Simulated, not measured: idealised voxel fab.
Process module under the name voxel gate over fins
Section shown: cut. Width: 255 nm. Cell size: 5 nm, square.
Notation: cross-section as square-cell grid; stated in bands, top first, going down; one or more cell rows per band. A band entry consists of two parts. The first gives the height of the band's top and the height of its bottom, in nm. The rest lists the band's materials from left to right, each with its width in nm. A single material labelled with the word "all across" fills the band from edge to edge, and the word "empty" marks empty space. Heads up on the height convention: 0 is the point under which the incoming wafer is all one material, and the lowest band has no bottom, it just keeps going down, like "0 and below". Read "30..40" as a graded width: first number on top, second number at the bottom, same change between each pair of neighbouring rows. "no alteration" -> step changed no cross-section cell. Empty spaces counting at least 8 cells and having no open way to the top are listed in "Closed cavity list". The notation width x height at distance is used for each, the distance being from the left edge and all three values in nm. Post-settings text on a step line: simulator's own remark regarding the step. overlay nm: how far to the right of its planned place the mask lay on this masked step (negative: to the left).
## The steps planned for the process are as follows
1,RECEIVE,material Si
2,CONFORMAL_DEP,material SiN,thk nm 10
3,MASKED_ETCH,tone cover,mask id FINS,width nm 15,pitch nm 50,etch materials SiN,depth nm 10,overlay nm 0
4,MASKED_ETCH,tone cover,mask id FINS,width nm 15,pitch nm 50,etch materials Si,depth nm 35,overlay nm 0
5,OXIDIZE,depth nm 5
6,FILL_DEP,material SiO2,thk nm 15
7,CMP,height nm 10
8,DIRECTIONAL_DEP,material aC,thk nm 10
9,PATTERN,tone open,mask id RAIL,material resist,width nm 15,thk nm 30,overlay nm 0
10,DIRECTIONAL_ETCH,etch materials aC,depth nm 10
11,STRIP,etch materials resist
12,DIRECTIONAL_ETCH,etch materials SiO2,depth nm 40
13,STRIP,etch materials aC
14,CONFORMAL_DEP,material TiN,thk nm 5
15,FILL_DEP,material W,thk nm 10
16,CMP,height nm 10
17,SELECTIVE_ETCH,etch materials W Ru TiN,depth nm 30
18,FILL_DEP,material SiO2,thk nm 5
19,CMP,height nm 10
20,SELECTIVE_ETCH,etch materials SiO2,depth nm 20
21,STRIP,etch materials SiN
22,CONFORMAL_DEP,material HfO2,thk nm 5
23,CONFORMAL_DEP,material TiN,thk nm 5
24,CONFORMAL_DEP,material TiAl,thk nm 5
25,CONFORMAL_DEP,material TiN,thk nm 5
26,FILL_DEP,material W,thk nm 15
27,CMP,height nm 30
28,CONFORMAL_DEP,material SiN,thk nm 5
## This is the cross-section of the wafer as we received it, i.e. after step 1
    0 and below | Si all across
    Closed cavity list: none
## Figure: cross-sectional view of the wafer upon completion of the module, processed from the initial state and according to the plan depicted above, with one error introduced during execution
    35 down to 30 | SiN all across
    30 down to 20 | W all across
    20 down to 15 | 80 nm W / 45 nm TiN / 5 nm W / 45 nm TiN / 80 nm W
    15 down to 10 | 80 nm W / 5 nm TiN / 35 nm TiAl / 5 nm TiN / 5 nm W / 5 nm TiN / 35 nm TiAl / 5 nm TiN / 80 nm W
    10 down to 5 | 85 nm TiN / 5 nm TiAl / 25 nm TiN / 5 nm TiAl / 15 nm TiN / 5 nm TiAl / 25 nm TiN / 5 nm TiAl / 85 nm TiN
    5 down to 0 | 90 nm TiAl / 5 nm TiN / 15 nm HfO2 / 5 nm TiN / 25 nm TiAl / 5 nm TiN / 15 nm HfO2 / 5 nm TiN / 90 nm TiAl
    0 down to -5 | 95 nm TiN / 5 nm HfO2 / 5 nm Si / 5 nm HfO2 / 35 nm TiN / 5 nm HfO2 / 5 nm Si / 5 nm HfO2 / 95 nm TiN
    -5 down to -10 | 100 nm HfO2 / 5 nm Si / 45 nm HfO2 / 5 nm Si / 100 nm HfO2
    -10 down to -20 | 100 nm SiO2 / 5 nm Si / 45 nm SiO2 / 5 nm Si / 100 nm SiO2
    -20 down to -25 | 100 nm SiO2 / 5 nm Si / 15 nm SiO2 / 5 nm TiN / 5 nm W / 5 nm TiN / 15 nm SiO2 / 5 nm Si / 100 nm SiO2
    -25 down to -30 | 100 nm SiO2 / 5 nm Si / 15 nm SiO2 / 15 nm TiN / 15 nm SiO2 / 5 nm Si / 100 nm SiO2
    -30 down to -75 | 100 nm SiO2 / 5 nm Si / 45 nm SiO2 / 5 nm Si / 100 nm SiO2
    -75 and below | Si all across
    Closed cavity list: none
What was the processing mistake? twice over, step 4 of the plan was run
